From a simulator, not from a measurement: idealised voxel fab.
process module | voxel transistor to metal
cross-section cut | 215 nm wide | cells 5 nm
A cross-section is a grid of square cells, given in bands from the top down. A band is one or more rows of cells.
Each band's line starts with the height of the band's top and of its bottom, in nm. Then come its materials from left to right, each with its width in nm. One material with "throughout" fills the band from edge to edge. "air" is empty space.
Height 0 is the level under which the wafer as received is all one material. The lowest band goes on downwards, as in "0 down".
A width such as "30 to 40" changes by the same amount from each row of cells to the next, from the band's top row to its bottom row.
"no change" after a step means that no cell of the cross-section changed.
closed voids: empty space of 8 cells or more with no open way to the top, each as width x height at its distance from the left edge, in nm
after a step's settings: what the simulator itself notes on the step
overlay nm, on a step with a mask: how far to the right of its planned place the mask lay; to the left if negative
plan
1 op RECEIVE | material Si
2 op OXIDIZE | depth nm 5
3 op CONFORMAL_DEP | material SiN | thk nm 10
4 op DIRECTIONAL_DEP | material aC | thk nm 10
5 op PATTERN | tone cover | mask id ACTIVE | material resist | width nm 120 | thk nm 25 | overlay nm 0
6 op DIRECTIONAL_ETCH | etch materials aC | depth nm 10
7 op STRIP | etch materials resist
8 op DIRECTIONAL_ETCH | etch materials SiN | depth nm 10
9 op DIRECTIONAL_ETCH | etch materials SiO2 | depth nm 5
10 op DIRECTIONAL_ETCH | etch materials Si | depth nm 25
11 op STRIP | etch materials aC
12 op FILL_DEP | material SiO2 | thk nm 15
13 op CMP | height nm 10
14 op SELECTIVE_ETCH | etch materials SiO2 | depth nm 5
15 op STRIP | etch materials SiN
16 op SELECTIVE_ETCH | etch materials SiO2 | depth nm 5
17 op OXIDIZE | depth nm 5
18 op DIRECTIONAL_DEP | material polySi | thk nm 20
19 op DIRECTIONAL_DEP | material SiCN | thk nm 10
20 op MASKED_ETCH | tone cover | mask id GATE | width nm 30 | etch materials SiCN | depth nm 20 | overlay nm 0
21 op MASKED_ETCH | tone cover | mask id GATE | width nm 30 | etch materials polySi | depth nm 30 | overlay nm 0
22 op CONFORMAL_DEP | material SiO2 | thk nm 5
23 op DIRECTIONAL_ETCH | etch materials SiO2 | depth nm 5
24 op CONFORMAL_DEP | material SiN | thk nm 5
25 op DIRECTIONAL_ETCH | etch materials SiN | depth nm 5
26 op DIRECTIONAL_ETCH | etch materials SiO2 | depth nm 5
27 op EPI | material pSi | thk nm 5
28 op FILL_DEP | material SiO2 | thk nm 10
29 op CMP | height nm 15
30 op STRIP | etch materials polySi
31 op SELECTIVE_ETCH | etch materials SiO2 | depth nm 5
32 op CONFORMAL_DEP | material HfO2 | thk nm 5
33 op CONFORMAL_DEP | material TiN | thk nm 5
34 op FILL_DEP | material W | thk nm 10
35 op CMP | height nm 10
36 op DIRECTIONAL_DEP | material SiO2 | thk nm 15
37 op MASKED_ETCH | tone open | mask id CONTACT | width nm 20 | pitch nm 90 | etch materials SiO2 | depth nm 30 | overlay nm 0
38 op CONFORMAL_DEP | material TiN | thk nm 5
39 op FILL_DEP | material W | thk nm 10
40 op CMP | height nm 25
41 op CONFORMAL_DEP | material SiN | thk nm 5
42 op DIRECTIONAL_DEP | material SiO2 | thk nm 20
43 op MASKED_ETCH | tone open | mask id METAL_1 | width nm 20 | pitch nm 90 | etch materials SiO2 | depth nm 20 | overlay nm 0
44 op MASKED_ETCH | tone open | mask id METAL_1 | width nm 20 | pitch nm 90 | etch materials SiN | depth nm 5 | overlay nm 0
45 op CONFORMAL_DEP | material TiN | thk nm 5
46 op FILL_DEP | material Ru | thk nm 5
47 op CMP | height nm 50
48 op CONFORMAL_DEP | material SiCN | thk nm 5
as received, after step 1
  0 down: Si throughout
  closed voids: none
a wafer at the end: this start, this plan, one mistake
  55 to 50: SiCN throughout
  50 to 35: Ru 45 | TiN 5 | SiO2 20 | TiN 5 | Ru 60 | TiN 5 | SiO2 20 | TiN 5 | Ru 50
  35 to 30: TiN 50 | SiO2 20 | TiN 70 | SiO2 20 | TiN 55
  30 to 25: SiN throughout
  25 to 10: SiO2 50 | TiN 5 | W 10 | TiN 5 | SiO2 70 | TiN 5 | W 10 | TiN 5 | SiO2 55
  10 to 0: SiO2 50 | TiN 5 | W 10 | TiN 5 | SiO2 10 | SiN 5 | HfO2 5 | TiN 5 | W 20 | TiN 5 | HfO2 5 | SiN 5 | SiO2 10 | TiN 5 | W 10 | TiN 5 | SiO2 55
  0 to -5: SiO2 45 | SiN 5 | TiN 20 | SiO2 10 | SiN 5 | HfO2 5 | TiN 30 | HfO2 5 | SiN 5 | SiO2 10 | TiN 20 | SiN 5 | SiO2 50
  -5 to -10: SiO2 50 | pSi 30 | SiO2 5 | HfO2 40 | SiO2 5 | pSi 30 | SiO2 55
  -10 to -30: SiO2 45 | Si 120 | SiO2 50
  -30 down: Si throughout
  closed voids: none
what went wrong: step 43 ran as: op MASKED_ETCH | tone cover | mask id METAL_1 | width nm 20 | pitch nm 90 | etch materials SiO2 | depth nm 20 | overlay nm 0
